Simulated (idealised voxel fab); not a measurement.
This section sets out a process module, namely voxel ribs on slabs.
cross-section cut | 265 nm wide | cells 5 nm
Cross-section layout: square cells on a grid; listed as bands, top to bottom; a band spans one or more cell rows. Per band: top height and bottom height in nm, followed by the left-to-right materials and their widths in nm; "full width" marks a single material spanning edge to edge, "empty" marks empty space. Heights are measured from 0, the level below which the as-received wafer is all one material; the lowest band has no bottom and continues downward, written as in "0 nm and below". Read "30 to 40" as a graded width: first number on top, second number at the bottom, same change between each pair of neighbouring rows. Step note "no modifications" = no cross-section cell changed. Look at "Closed cavity list" for the closed voids: empty spaces with no open path to the top, sized 8 cells or up. Each is width x height at distance, distance from the left edge, all nm. Post-settings text on a step line: simulator's own remark regarding the step. For masked steps, "overlay nm" on the step line gives how far right of plan the mask actually lay; a minus sign means it lay to the left.

### List of planned process steps
1 RECEIVE, material Si
2 DIRECTIONAL_DEP, material SiO2, thk nm 20
3 DIRECTIONAL_DEP, material polySi, thk nm 20
4 DIRECTIONAL_DEP, material aC, thk nm 15
5 PATTERN, tone cover, mask id RIB, material resist, width nm 20, thk nm 30, overlay nm -15
6 DIRECTIONAL_ETCH, etch materials aC, depth nm 15
7 STRIP, etch materials resist
8 DIRECTIONAL_ETCH, etch materials polySi, depth nm 10
9 STRIP, etch materials aC
10 MASKED_ETCH, tone cover, mask id SLAB, width nm 50, etch materials polySi, depth nm 10, overlay nm 0
11 FILL_DEP, material SiO2, thk nm 15
12 CMP, height nm 50
13 DIRECTIONAL_DEP, material W, thk nm 10
14 MASKED_ETCH, tone cover, mask id HEATER, width nm 30, etch materials W, depth nm 10, overlay nm 0
15 CONFORMAL_DEP, material SiN, thk nm 5
Be aware that, although all wafers share a common starting state, the overlay nm at step 5 differs among them, and the plan displays the first wafer's value.

### This is how the first of several wafers looked in cross-section when it arrived, which is after step 1
0 nm and below | Si full width
Closed cavity list: none

### Below, a row for every wafer. Read it as the end-of-module picture: for each material the wafer shows its cells gained (+) or lost (-) since it was received, and then its closed voids
overlay nm -15 | +57 SiN | +502 SiO2 | +12 W | +28 polySi | Closed cavity list: none
overlay nm -10 | +57 SiN | +502 SiO2 | +12 W | +28 polySi | Closed cavity list: none
overlay nm -5 | +57 SiN | +502 SiO2 | +12 W | +28 polySi | Closed cavity list: none
overlay nm 0 | +57 SiN | +502 SiO2 | +12 W | +28 polySi | Closed cavity list: none
overlay nm 5 | +57 SiN | +502 SiO2 | +12 W | +28 polySi | Closed cavity list: none
overlay nm 10 | +57 SiN | +502 SiO2 | +12 W | +28 polySi | Closed cavity list: none
overlay nm 15 | +57 SiN | +502 SiO2 | +12 W | +28 polySi | Closed cavity list: none
